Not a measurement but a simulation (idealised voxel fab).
Process module in this document: voxel released beams
Section shown: cut. Width: 160 nm. Cell size: 5 nm, square.
Cross-section, as written here: a square-cell grid given band by band from the top down, where a band holds one or more rows of cells. The entry gives the band's vertical extent as a top height and a bottom height in nm, then its horizontal make-up as materials from left to right, each with a width in nm. "empty" stands for empty space; a single material marked "full width" fills the band edge to edge. Height 0 is the level under which the wafer as received is all one material. The lowest band goes on downwards, as in "z 0 and below". The two numbers in a width such as "30..40" mark its ends across the band: the first belongs to the top row of cells, the second to the bottom row, and from each row to the next the width moves by the same amount. Step marked "no modifications"? Then no cell in the cross-section changed in it. In the "Sealed voids" entry, you get each enclosed empty space of 8 cells or more, one with no open way to the top, written width x height at distance, distance from the left edge, in nm. Where a step's line continues beyond its settings, the continuation is a remark by the simulator itself on that step. The line of a step may include "overlay nm". On a step with a mask, this value is how far to the right of its planned place the mask lay. A negative value means the mask lay to the left.

Planned process steps:
1,RECEIVE,material Si
2,CONFORMAL_DEP,material Al2O3,thk nm 10
3,DIRECTIONAL_DEP,material SiO2,thk nm 10
4,PATTERN,tone open,mask id ANCHOR,material resist,width nm 30,thk nm 15,overlay nm 0
5,DIRECTIONAL_ETCH,etch materials SiO2,depth nm 10
6,STRIP,etch materials resist
7,CONFORMAL_DEP,material SiN,thk nm 10
8,DIRECTIONAL_DEP,material aC,thk nm 15
9,PATTERN,tone cover,mask id BEAM,material resist,width nm 95,thk nm 30,overlay nm 0
10,DIRECTIONAL_ETCH,etch materials aC,depth nm 15
11,STRIP,etch materials resist
12,DIRECTIONAL_ETCH,etch materials SiN,depth nm 10
13,STRIP,etch materials aC
14,STRIP,etch materials SiO2

Cross-section of the wafer upon arrival, representing the state reached after step 1:
	z 0 and below | Si full width
	Sealed voids: none

Cross-sectional image of the first of two wafers at the end of the module, the run having proceeded as planned:
	z 30 to 20 | empty 30 nm, then SiN 15 nm, then empty 10 nm, then SiN 70 nm, then empty 35 nm
	z 20 to 10 | empty 35 nm, then SiN 30 nm, then empty 95 nm
	z 10 to 0 | Al2O3 full width
	z 0 and below | Si full width
	Sealed voids: none

Second of two wafers, module complete, sectioned: it shares the first wafer's start and plan but was run with one mistake:
	z 30 to 20 | empty 35 nm, then SiN 10 nm, then empty 10 nm, then SiN 75 nm, then empty 30 nm
	z 20 to 10 | empty 35 nm, then SiN 30 nm, then empty 95 nm
	z 10 to 0 | Al2O3 full width
	z 0 and below | Si full width
	Sealed voids: none
Finding, execution versus plan: step 9 was run on a setting that differed from the plan, and what really ran there is PATTERN,tone cover,mask id BEAM,material resist,width nm 95,thk nm 30,overlay nm 5
In the final comparison it is observed that the number of cells assigned to each material is identical for the two wafers, whereas their placement is not.
